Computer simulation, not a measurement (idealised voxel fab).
The process module presented herein is designated voxel gate over fins.
Cross-section cut: width 255 nm, square cells of 5 nm.
A cross-section is written here as square cells arranged in a grid, and it is given in bands from the top down, each band taking up one or more rows of cells. The band entry comprises the height of the band's top followed by the height of its bottom, expressed in nm, and subsequently the band's materials from left to right, each stated together with its width in nm. Where a single material is marked with the word "everywhere", that material fills the band from edge to edge. The word "empty" represents empty space. The level at which height equals 0 is the one under which the wafer, as it arrives, is entirely one material. No lower edge exists for the bottom band, which continues downward and is notated as in "0 nm and below". It should be noted that a width expressed as "30->40" varies in equal increments from row to row of cells within the band, taking the value of the first number at the top row and that of the second number at the bottom row. "remains unaltered" means the step left every cell of the cross-section as it was. What "Tabulated closed voids" gives you is every empty space of 8 cells or more that is cut off from the top. Each appears as width x height at distance, with the distance taken from the left edge and width, height and distance all in nm. It should be noted that, on the line of a given step, the content following the step's settings is a remark produced by the simulator itself with respect to that step. When a step includes a mask, the "overlay nm" setting on its line states how far to the right of its planned place that mask lay, and negative values state how far to the left.

-- Below is the list of planned process steps
| 1 | RECEIVE,material Si |
| 2 | CONFORMAL_DEP,material SiN,thk nm 10 |
| 3 | DIRECTIONAL_DEP,material aC,thk nm 10 |
| 4 | PATTERN,tone cover,mask id FINS,material resist,width nm 15,pitch nm 45,thk nm 25,overlay nm 0 |
| 5 | DIRECTIONAL_ETCH,etch materials aC,depth nm 10 |
| 6 | STRIP,etch materials resist |
| 7 | DIRECTIONAL_ETCH,etch materials SiN,depth nm 10 |
| 8 | DIRECTIONAL_ETCH,etch materials Si,depth nm 40 |
| 9 | STRIP,etch materials aC |
| 10 | FILL_DEP,material SiO2,thk nm 5 |
| 11 | CMP,height nm 10 |
| 12 | SELECTIVE_ETCH,etch materials SiO2,depth nm 25 |
| 13 | STRIP,etch materials SiN |
| 14 | CONFORMAL_DEP,material HfO2,thk nm 5 |
| 15 | CONFORMAL_DEP,material TiN,thk nm 5 |
| 16 | FILL_DEP,material W,thk nm 15 |
| 17 | CMP,height nm 20 |
| 18 | CONFORMAL_DEP,material SiN,thk nm 5 |

-- As-received state of the wafer in cross-section, equivalent to post-step 1
- 0 nm and below: Si everywhere
- Tabulated closed voids: none

-- a wafer at the end: this start, this plan, one mistake
- 25 nm to 20 nm: SiN everywhere
- 20 nm to 15 nm: TiN everywhere
- 15 nm to 10 nm: HfO2 everywhere
- 10 nm to 0 nm: W everywhere
- 0 nm and below: Si everywhere
- Tabulated closed voids: none
What went wrong in running the wafer? in deviation from the planned setting, step 2 was conducted as CONFORMAL_DEP,material W,thk nm 10
